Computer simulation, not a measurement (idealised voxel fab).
Proc. module: voxel ribs on slabs
Displayed cross-section: cut, width of 160 nm, square cells sized 5 nm.
How to read a cross-section here: the picture is a grid of square cells, written as bands going from the top down, and any band can span one or more rows of cells.
Top height, bottom height, nm. Materials left to right, width each, nm. Single material + "full width" = fills band edge to edge. "air" = empty.
Heights are measured from 0, the level below which the as-received wafer is all one material; the lowest band has no bottom and continues downward, written as in "top 0, no bottom".
A two-number width, for instance "30..40", indicates that the width is equal to the first number in the top row of the band and to the second number in the bottom row, and that it changes by a constant amount per row of cells.
For the purposes of this document, the phrase "no modifications" attached to a step denotes that no cell within the cross-section was modified by that step.
"Sealed void list" lists enclosed empty spaces (at least 8 cells, no open path upward to the top), each as width x height at distance from the left edge, in nm.
Note: text after step settings on the step line = simulator remark on that step.
overlay nm: where the mask lay relative to plan, measured to the right, on steps with a mask; negatives go left.

## Listed below are the process steps as planned
step 1: RECEIVE with material Si
step 2: DIRECTIONAL_DEP with material SiO2, thk nm 30
step 3: DIRECTIONAL_DEP with material SiN, thk nm 25
step 4: PATTERN with tone cover, mask id RIB, material resist, width nm 15, thk nm 15, overlay nm 0
step 5: DIRECTIONAL_ETCH with etch materials SiN, depth nm 10
step 6: STRIP with etch materials resist
step 7: PATTERN with tone cover, mask id SLAB, material resist, width nm 55, thk nm 20, overlay nm 0
step 8: DIRECTIONAL_ETCH with etch materials SiN, depth nm 15
step 9: STRIP with etch materials resist
step 10: FILL_DEP with material SiO2, thk nm 25
step 11: CMP with height nm 70
step 12: DIRECTIONAL_DEP with material TiN, thk nm 10
step 13: MASKED_ETCH with tone cover, mask id HEATER, width nm 25, etch materials TiN, depth nm 10, overlay nm 0
step 14: CONFORMAL_DEP with material SiN, thk nm 10

## Account of the first of two wafers, which was processed as intended

## Cross-section: wafer on arrival = after step 1
> top 0, no bottom | Si full width
> Sealed void list: none

## The following cross-section depicts the wafer upon completion of step 2
> top 30, bottom 0 | SiO2 full width
> Under 0: no change, same as before.

## The following cross-section depicts the wafer upon completion of step 3
> top 55, bottom 30 | SiN full width
> Under 30: no change, same as before.

## The following cross-section depicts the wafer upon completion of step 4
> top 70, bottom 55 | air (70); resist (15); air (75)
> Under 55: no change, same as before.

## The following cross-section depicts the wafer upon completion of step 5
> top 70, bottom 55 | air (70); resist (15); air (75)
> top 55, bottom 45 | air (70); SiN (15); air (75)
> Under 45: no change, same as before.

## The following cross-section depicts the wafer upon completion of step 6
> top 55, bottom 45 | air (70); SiN (15); air (75)
> Under 45: no change, same as before.

## The following cross-section depicts the wafer upon completion of step 7
> top 75, bottom 55 | air (50); resist (55); air (55)
> top 55, bottom 45 | air (50); resist (20); SiN (15); resist (20); air (55)
> Under 45: no change, same as before.

## The following cross-section depicts the wafer upon completion of step 8
> top 75, bottom 55 | air (50); resist (55); air (55)
> top 55, bottom 45 | air (50); resist (20); SiN (15); resist (20); air (55)
> top 45, bottom 30 | air (50); SiN (55); air (55)
> Under 30: no change, same as before.

## The following cross-section depicts the wafer upon completion of step 9
> top 55, bottom 45 | air (70); SiN (15); air (75)
> Under 45: no change, same as before.

## The following cross-section depicts the wafer upon completion of step 10
> top 80, bottom 55 | SiO2 full width
> top 55, bottom 45 | SiO2 (70); SiN (15); SiO2 (75)
> top 45, bottom 30 | SiO2 (50); SiN (55); SiO2 (55)
> Under 30: no change, same as before.

## The following cross-section depicts the wafer upon completion of step 11
> top 70, bottom 55 | SiO2 full width
> Under 55: no change, same as before.

## The following cross-section depicts the wafer upon completion of step 12
> top 80, bottom 70 | TiN full width
> Under 70: no change, same as before.

## The following cross-section depicts the wafer upon completion of step 13
> top 80, bottom 70 | air (65); TiN (25); air (70)
> Under 70: no change, same as before.

## The following cross-section depicts the wafer upon completion of step 14
> top 90, bottom 80 | air (55); SiN (45); air (60)
> top 80, bottom 70 | SiN (65); TiN (25); SiN (70)
> Under 70: no change, same as before.

## Second wafer: same start and same plan as the first, one execution error; identical to the first through step 12

## Second wafer cross-section, taken as of the time the plan sets for step 13 to be done
> top 80, bottom 70 | air (70); TiN (15); air (75)
> Under 70: no change, same as before.

## Second wafer cross-section, taken as of the time the plan sets for step 14 to be done
> top 90, bottom 80 | air (60); SiN (35); air (65)
> top 80, bottom 70 | SiN (70); TiN (15); SiN (75)
> Under 70: no change, same as before.
What went wrong in running the wafer? note that step 13 departed from the planned setting and was carried out as MASKED_ETCH with tone cover, mask id HEATER, width nm 15, etch materials TiN, depth nm 10, overlay nm 0
at the end the second wafer has, in cells: 4 fewer of TiN
